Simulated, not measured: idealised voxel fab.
process module | voxel ribs on slabs
In the cross-section labelled cut, the width is 290 nm and each square cell is 5 nm.
Just so we're on the same page, the cross-sections are grids of square cells, and they're listed out in bands top to bottom, each band one or more rows deep.
For a band, the entry starts with two heights in nm, that of the top and then that of the bottom, and carries on with the band's materials in order from left to right, each alongside its width in nm; the word "edge to edge" beside a single material means it fills the band edge to edge, and "blank" means empty space.
Basically, 0 is our baseline, since under it the wafer straight out of the box is all one material. The bottom band has no lower end and keeps on going down, so it looks like "top 0, no bottom".
It should be noted that a width expressed as "30->40" varies in equal increments from row to row of cells within the band, taking the value of the first number at the top row and that of the second number at the bottom row.
Step marked "no change occurred"? Then no cell in the cross-section changed in it.
You'll see "Sealed void listing" listing empty spaces that have no way open to the top, as long as they're 8 cells or more; the notation is width x height at distance, where the distance is from the left edge, and all of it is in nm.
Anything after a step's settings on that line? It's the simulator's own note about the step.
Steps that use a mask can have "overlay nm" on their line. It says how far the mask sat to the right of where it was meant to be. Negative means to the left.

The following list gives the planned process steps:
- 1: RECEIVE [material Si]
- 2: DIRECTIONAL_DEP [material SiO2] [thk nm 25]
- 3: DIRECTIONAL_DEP [material SiN] [thk nm 20]
- 4: DIRECTIONAL_DEP [material aC] [thk nm 10]
- 5: PATTERN [tone cover] [mask id RIB] [material resist] [width nm 30] [thk nm 30] [overlay nm 0]
- 6: DIRECTIONAL_ETCH [etch materials aC] [depth nm 10]
- 7: STRIP [etch materials resist]
- 8: DIRECTIONAL_ETCH [etch materials SiN] [depth nm 5]
- 9: STRIP [etch materials aC]
- 10: PATTERN [tone cover] [mask id SLAB] [material resist] [width nm 90] [thk nm 15] [overlay nm 0]
- 11: DIRECTIONAL_ETCH [etch materials SiN] [depth nm 15]
- 12: STRIP [etch materials resist]
- 13: FILL_DEP [material SiO2] [thk nm 20]
- 14: CMP [height nm 60]
- 15: DIRECTIONAL_DEP [material TiN] [thk nm 10]
- 16: DIRECTIONAL_DEP [material aC] [thk nm 10]
- 17: PATTERN [tone cover] [mask id HEATER] [material resist] [width nm 40] [thk nm 25] [overlay nm 0]
- 18: DIRECTIONAL_ETCH [etch materials aC] [depth nm 10]
- 19: STRIP [etch materials resist]
- 20: DIRECTIONAL_ETCH [etch materials TiN] [depth nm 10]
- 21: STRIP [etch materials aC]
- 22: CONFORMAL_DEP [material SiN] [thk nm 5]

First of two wafers, processed according to plan:

Wafer cross-section on receipt, i.e. after step 1:
* top 0, no bottom | Si edge to edge
* Sealed void listing: none

Presented here is a cross-section of the wafer after step 2 has been performed:
* top 25, bottom 0 | SiO2 edge to edge
* Unchanged below 0.

Presented here is a cross-section of the wafer after step 3 has been performed:
* top 45, bottom 25 | SiN edge to edge
* Unchanged below 25.

Presented here is a cross-section of the wafer after step 4 has been performed:
* top 55, bottom 45 | aC edge to edge
* Unchanged below 45.

Presented here is a cross-section of the wafer after step 5 has been performed:
* top 85, bottom 55 | 130 nm blank, 30 nm resist, 130 nm blank
* Unchanged below 55.

Presented here is a cross-section of the wafer after step 6 has been performed:
* top 75, bottom 55 | 130 nm blank, 30 nm resist, 130 nm blank
* top 55, bottom 45 | 130 nm blank, 30 nm aC, 130 nm blank
* Unchanged below 45.

Presented here is a cross-section of the wafer after step 7 has been performed:
* top 55, bottom 45 | 130 nm blank, 30 nm aC, 130 nm blank
* Unchanged below 45.

Presented here is a cross-section of the wafer after step 8 has been performed:
* top 55, bottom 45 | 130 nm blank, 30 nm aC, 130 nm blank
* top 45, bottom 40 | 130 nm blank, 30 nm SiN, 130 nm blank
* Unchanged below 40.

Presented here is a cross-section of the wafer after step 9 has been performed:
* top 45, bottom 40 | 130 nm blank, 30 nm SiN, 130 nm blank
* Unchanged below 40.

Presented here is a cross-section of the wafer after step 10 has been performed:
* top 60, bottom 45 | 100 nm blank, 90 nm resist, 100 nm blank
* top 45, bottom 40 | 100 nm blank, 30 nm resist, 30 nm SiN, 30 nm resist, 100 nm blank
* Unchanged below 40.

Presented here is a cross-section of the wafer after step 11 has been performed:
* top 60, bottom 45 | 100 nm blank, 90 nm resist, 100 nm blank
* top 45, bottom 40 | 100 nm blank, 30 nm resist, 30 nm SiN, 30 nm resist, 100 nm blank
* top 40, bottom 25 | 100 nm blank, 90 nm SiN, 100 nm blank
* Unchanged below 25.

Presented here is a cross-section of the wafer after step 12 has been performed:
* top 45, bottom 40 | 130 nm blank, 30 nm SiN, 130 nm blank
* Unchanged below 40.

Presented here is a cross-section of the wafer after step 13 has been performed:
* top 65, bottom 45 | SiO2 edge to edge
* top 45, bottom 40 | 130 nm SiO2, 30 nm SiN, 130 nm SiO2
* top 40, bottom 25 | 100 nm SiO2, 90 nm SiN, 100 nm SiO2
* Unchanged below 25.

Presented here is a cross-section of the wafer after step 14 has been performed:
* top 60, bottom 45 | SiO2 edge to edge
* Unchanged below 45.

Presented here is a cross-section of the wafer after step 15 has been performed:
* top 70, bottom 60 | TiN edge to edge
* Unchanged below 60.

Presented here is a cross-section of the wafer after step 16 has been performed:
* top 80, bottom 70 | aC edge to edge
* Unchanged below 70.

Presented here is a cross-section of the wafer after step 17 has been performed:
* top 105, bottom 80 | 125 nm blank, 40 nm resist, 125 nm blank
* Unchanged below 80.

Presented here is a cross-section of the wafer after step 18 has been performed:
* top 95, bottom 80 | 125 nm blank, 40 nm resist, 125 nm blank
* top 80, bottom 70 | 125 nm blank, 40 nm aC, 125 nm blank
* Unchanged below 70.

Presented here is a cross-section of the wafer after step 19 has been performed:
* top 80, bottom 70 | 125 nm blank, 40 nm aC, 125 nm blank
* Unchanged below 70.

Presented here is a cross-section of the wafer after step 20 has been performed:
* top 80, bottom 70 | 125 nm blank, 40 nm aC, 125 nm blank
* top 70, bottom 60 | 125 nm blank, 40 nm TiN, 125 nm blank
* Unchanged below 60.

Presented here is a cross-section of the wafer after step 21 has been performed:
* top 70, bottom 60 | 125 nm blank, 40 nm TiN, 125 nm blank
* Unchanged below 60.

Presented here is a cross-section of the wafer after step 22 has been performed:
* top 75, bottom 70 | 120 nm blank, 50 nm SiN, 120 nm blank
* top 70, bottom 65 | 120 nm blank, 5 nm SiN, 40 nm TiN, 5 nm SiN, 120 nm blank
* top 65, bottom 60 | 125 nm SiN, 40 nm TiN, 125 nm SiN
* Unchanged below 60.

The second wafer began exactly as the first did and followed the same plan, but one mistake was made while running it; through step 15 inclusive, the two wafers are identical:

Planned end of step 16: second wafer, cross-section:
* top 80, bottom 70 | SiO2 edge to edge
* Unchanged below 70.

Planned end of step 17: second wafer, cross-section:
* top 105, bottom 80 | 125 nm blank, 40 nm resist, 125 nm blank
* Unchanged below 80.

Planned end of step 18: second wafer, cross-section:
* top 95, bottom 80 | 125 nm blank, 40 nm resist, 125 nm blank
* Unchanged below 80.

Planned end of step 19: second wafer, cross-section:
* top 80, bottom 70 | SiO2 edge to edge
* Unchanged below 70.

Planned end of step 20: second wafer, cross-section: no change occurred

Planned end of step 21: second wafer, cross-section: no change occurred

Planned end of step 22: second wafer, cross-section:
* top 85, bottom 80 | SiN edge to edge
* Unchanged below 80.
Deviation from plan: step 16 did not use the planned setting and instead ran as DIRECTIONAL_DEP [material SiO2] [thk nm 10]
Counted in cells at the end, the second wafer holds more or fewer of these materials than the first: -4 SiN | +116 SiO2 | +100 TiN
